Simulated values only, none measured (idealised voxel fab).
Process module under the name voxel capacitor over wiring
Cross-section cut spans 190 nm and uses square cells 5 nm in size.
A cross-section is written here as square cells arranged in a grid, and it is given in bands from the top down, each band taking up one or more rows of cells. Top, bottom (nm), then materials left to right with widths (nm); lone material tagged "everywhere" fills the whole band edge to edge; "empty" = empty space. It should be noted that heights are counted from 0, beneath which the wafer as supplied is of one material throughout, and that the lowest band possesses no lower boundary but continues downward, as written in "top 0, no bottom". Graded width ("30..40"): value in top row of band = first number; value in bottom row = second number; row-to-row change constant. No cell of the cross-section changed in a step that is given as "nothing different". Entry "Sealed void list". Content: empty spaces with no open connection to the top, size 8 cells or greater. Each: width x height at distance. Distance: from left edge. Unit: nm. Past the settings on a step's line: simulator remark, on that step. On any step carrying a mask, the "overlay nm" setting, if present on the step's line, tells how far right of its planned place the mask lay; negative values point to the left.
[The following list gives the planned process steps]
| 1 | RECEIVE,material Si |
| 2 | CONFORMAL_DEP,material SiO2,thk nm 15 |
| 3 | DIRECTIONAL_DEP,material TiN,thk nm 5 |
| 4 | DIRECTIONAL_DEP,material Ru,thk nm 20 |
| 5 | DIRECTIONAL_DEP,material aC,thk nm 10 |
| 6 | PATTERN,tone cover,mask id METAL_1,material resist,width nm 20,pitch nm 70,thk nm 25,overlay nm 0 |
| 7 | DIRECTIONAL_ETCH,etch materials aC,depth nm 10 |
| 8 | STRIP,etch materials resist |
| 9 | DIRECTIONAL_ETCH,etch materials Ru,depth nm 20 |
| 10 | DIRECTIONAL_ETCH,etch materials TiN,depth nm 5 |
| 11 | STRIP,etch materials aC |
| 12 | CONFORMAL_DEP,material SiN,thk nm 5 |
| 13 | FILL_DEP,material SiO2,thk nm 10 |
| 14 | CMP,height nm 40 |
| 15 | CONFORMAL_DEP,material SiCN,thk nm 5 |
| 16 | DIRECTIONAL_DEP,material lowk,thk nm 10 |
| 17 | MASKED_ETCH,tone open,mask id PLUG_1,width nm 15,etch materials lowk,depth nm 5,overlay nm 0 |
| 18 | MASKED_ETCH,tone open,mask id PLUG_1,width nm 15,etch materials SiCN,depth nm 5,overlay nm 0 |
| 19 | EPI,material Ru,thk nm 10 |
| 20 | EPI,material Ru,thk nm 5 |
| 21 | DIRECTIONAL_DEP,material TiN,thk nm 5 |
| 22 | DIRECTIONAL_DEP,material HfO2,thk nm 5 |
| 23 | DIRECTIONAL_DEP,material TiN,thk nm 5 |
| 24 | DIRECTIONAL_DEP,material aC,thk nm 10 |
| 25 | PATTERN,tone cover,mask id UPPER_PLATE,material resist,width nm 55,thk nm 30,overlay nm 0 |
| 26 | DIRECTIONAL_ETCH,etch materials aC,depth nm 10 |
| 27 | STRIP,etch materials resist |
| 28 | DIRECTIONAL_ETCH,etch materials TiN,depth nm 5 |
| 29 | DIRECTIONAL_ETCH,etch materials HfO2,depth nm 5 |
| 30 | STRIP,etch materials aC |
| 31 | MASKED_ETCH,tone cover,mask id LOWER_PLATE,width nm 65,etch materials TiN,depth nm 5,overlay nm 0 |
| 32 | FILL_DEP,material SiO2,thk nm 15 |
| 33 | CMP,height nm 80 |
| 34 | PATTERN,tone open,mask id PLUG_2,material resist,width nm 15,thk nm 15,overlay nm 0 |
| 35 | DIRECTIONAL_ETCH,etch materials SiO2,depth nm 10 |
| 36 | STRIP,etch materials resist |
| 37 | CONFORMAL_DEP,material TiN,thk nm 5 |
| 38 | FILL_DEP,material Cu,thk nm 5 |
| 39 | CMP,height nm 80 |
| 40 | CONFORMAL_DEP,material SiN,thk nm 5 |
Don't read the plan's depth nm for step 17 as applying to every wafer: that's the first wafer's value, and the wafers differ in it, though they all start identical.
[Received wafers, first of several: cross-section after step 1]
- top 0, no bottom: Si everywhere
- Sealed void list: none
[Note: the following table is arranged by wafer, a row apiece. Each row reports the end-of-module state: per material, cells gained (+) or cells lost (-) compared with the wafer as received; closed voids follow]
depth nm 5; +1 Cu; +11 HfO2; +32 Ru; +38 SiCN; +84 SiN; +370 SiO2; +37 TiN; +73 lowk; Sealed void list: none
depth nm 10; +1 Cu; +11 HfO2; +41 Ru; +35 SiCN; +84 SiN; +367 SiO2; +37 TiN; +70 lowk; Sealed void list: none
depth nm 15; +1 Cu; +11 HfO2; +41 Ru; +35 SiCN; +84 SiN; +367 SiO2; +37 TiN; +70 lowk; Sealed void list: none
depth nm 20; +1 Cu; +11 HfO2; +41 Ru; +35 SiCN; +84 SiN; +367 SiO2; +37 TiN; +70 lowk; Sealed void list: none
depth nm 25; +1 Cu; +11 HfO2; +41 Ru; +35 SiCN; +84 SiN; +367 SiO2; +37 TiN; +70 lowk; Sealed void list: none
